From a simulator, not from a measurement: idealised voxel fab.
process module | voxel double patterning
cross-section cut | 160 nm wide | cells 5 nm
A cross-section is a grid of square cells, given in bands from the top down. A band is one or more rows of cells.
Each band's line starts with the height of the band's top and of its bottom, in nm. Then come its materials from left to right, each with its width in nm. One material with "throughout" fills the band from edge to edge. "air" is empty space.
Height 0 is the level under which the wafer as received is all one material. The lowest band goes on downwards, as in "0 down".
A width such as "30 to 40" changes by the same amount from each row of cells to the next, from the band's top row to its bottom row.
"no change" after a step means that no cell of the cross-section changed.
closed voids: empty space of 8 cells or more with no open way to the top, each as width x height at its distance from the left edge, in nm
after a step's settings: what the simulator itself notes on the step
overlay nm, on a step with a mask: how far to the right of its planned place the mask lay; to the left if negative
plan
1 op RECEIVE | material Si
2 op CONFORMAL_DEP | material SiO2 | thk nm 10
3 op DIRECTIONAL_DEP | material W | thk nm 20
4 op DIRECTIONAL_DEP | material SiCN | thk nm 5
5 op MASKED_ETCH | tone open | mask id FIRST | width nm 15 | pitch nm 50 | etch materials SiCN | depth nm 5 | overlay nm 0
6 op MASKED_ETCH | tone open | mask id SECOND | width nm 15 | pitch nm 50 | etch materials SiCN | depth nm 5 | overlay nm 0
7 op DIRECTIONAL_ETCH | etch materials W | depth nm 20
8 op STRIP | etch materials SiCN
as received, after step 1
  0 down: Si throughout
  closed voids: none
first wafer at the end, as planned
  30 to 10: W 20 | air 15 | W 10 | air 15 | W 10 | air 15 | W 10 | air 15 | W 10 | air 15 | W 25
  10 to 0: SiO2 throughout
  0 down: Si throughout
  closed voids: none
second wafer at the end: like start, like plan, one mistake
  50 to 30: W 20 | air 15 | W 10 | air 15 | W 10 | air 15 | W 10 | air 15 | W 10 | air 15 | W 25
  30 to 10: W throughout
  10 to 0: SiO2 throughout
  0 down: Si throughout
  closed voids: none
what went wrong: step 3 was run twice
at the end the second wafer has, in cells: 128 more of W
